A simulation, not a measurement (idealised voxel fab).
This is a process module. Its name is voxel air gaps.
Shown is cross-section cut, with a width of 300 nm and square cells of size 5 nm.
Think of the cross-section as a grid of square cells. We describe it in bands, top to bottom, and each band covers one or more rows of those cells.
It is stipulated that each band's entry specify, in nanometres, the height of the top of the band and then that of its bottom, followed by the materials of the band in left-to-right sequence, each together with its width in nanometres. A single material marked by the word "full width" is understood to fill the band from edge to edge; the word "air" is understood to denote empty space.
It should be noted that heights are counted from 0, beneath which the wafer as supplied is of one material throughout, and that the lowest band possesses no lower boundary but continues downward, as written in "0 nm and below".
Width spec "30..40" -> top row of cells at first value, bottom row at second value, equal per-row change in between.
"nothing got changed", as given for a step, is the statement that not any cell of the cross-section underwent a change during that step.
Basically, "Closed cavities" tells you about the enclosed voids: empty spaces with no open way to the top, 8 cells or bigger, each written width x height at distance, where distance is from the left edge, all in nm.
Read whatever lies past the settings on a step's line as the simulator's own remark about the step.
If you see "overlay nm" on a step's line and that step has a mask, it's telling you how far right of where it was planned the mask ended up; a negative number means it went left instead.
PLANNED STEP LIST FOR THE PROCESS
1 RECEIVE, material Si
2 CONFORMAL_DEP, material SiO2, thk nm 10
3 CONFORMAL_DEP, material SiCN, thk nm 5
4 DIRECTIONAL_DEP, material SiO2, thk nm 40
5 MASKED_ETCH, tone open, mask id LINES, width nm 25, pitch nm 50, etch materials SiO2, depth nm 40, overlay nm 0
6 CONFORMAL_DEP, material TiN, thk nm 5
7 FILL_DEP, material Ru, thk nm 10
8 CMP, height nm 55
9 EPI, material Ru, thk nm 10
10 SELECTIVE_ETCH, etch materials SiO2, depth nm 50
11 CONFORMAL_DEP, material SiCN, thk nm 5
CROSS-SECTIONAL VIEW OF THE WAFER IN ITS AS-RECEIVED CONDITION, CORRESPONDING TO THE STATE AFTER STEP 1
	0 nm and below: Si full width
	Closed cavities: none
CROSS-SECTION, FIRST OF TWO WAFERS, END OF MODULE, RUN AS PLANNED
	70 nm to 65 nm: 70 air / 155 SiCN / 75 air
	65 nm to 55 nm: 70 air / 5 SiCN / 45 Ru / 5 SiCN / 45 Ru / 5 SiCN / 45 Ru / 5 SiCN / 75 air
	55 nm to 50 nm: 70 air / 15 SiCN / 5 TiN / 15 Ru / 5 TiN / 25 SiCN / 5 TiN / 15 Ru / 5 TiN / 25 SiCN / 5 TiN / 15 Ru / 5 TiN / 15 SiCN / 75 air
	50 nm to 20 nm: 80 air / 5 SiCN / 5 TiN / 15 Ru / 5 TiN / 5 SiCN / 15 air / 5 SiCN / 5 TiN / 15 Ru / 5 TiN / 5 SiCN / 15 air / 5 SiCN / 5 TiN / 15 Ru / 5 TiN / 5 SiCN / 85 air
	20 nm to 15 nm: 85 SiCN / 25 TiN / 25 SiCN / 25 TiN / 25 SiCN / 25 TiN / 90 SiCN
	15 nm to 10 nm: SiCN full width
	10 nm to 0 nm: SiO2 full width
	0 nm and below: Si full width
	Closed cavities: 15 x 30 at 115; 15 x 30 at 165
SAME START, SAME PLAN AS THE FIRST WAFER - BUT ONE MISTAKE IN THE RUN. CROSS-SECTION OF THE SECOND OF THE TWO AT THE END OF THE MODULE
	70 nm to 65 nm: SiCN full width
	65 nm to 55 nm: Ru full width
	55 nm to 50 nm: 90 TiN / 15 Ru / 35 TiN / 15 Ru / 35 TiN / 15 Ru / 95 TiN
	50 nm to 15 nm: 85 SiO2 / 5 TiN / 15 Ru / 5 TiN / 25 SiO2 / 5 TiN / 15 Ru / 5 TiN / 25 SiO2 / 5 TiN / 15 Ru / 5 TiN / 90 SiO2
	15 nm to 10 nm: 85 SiO2 / 25 TiN / 25 SiO2 / 25 TiN / 25 SiO2 / 25 TiN / 90 SiO2
	10 nm to 5 nm: SiCN full width
	5 nm to 0 nm: SiO2 full width
	0 nm and below: Si full width
	Closed cavities: none
What broke from the plan during processing? in deviation from the planned setting, step 2 was conducted as CONFORMAL_DEP, material SiO2, thk nm 5
End check, counted in cells, second wafer has more or fewer of these materials than the first: +75 Ru, -76 SiCN, +300 SiO2, +51 TiN
By the end, 2 closed voids are present in the first wafer and 0 in the second.
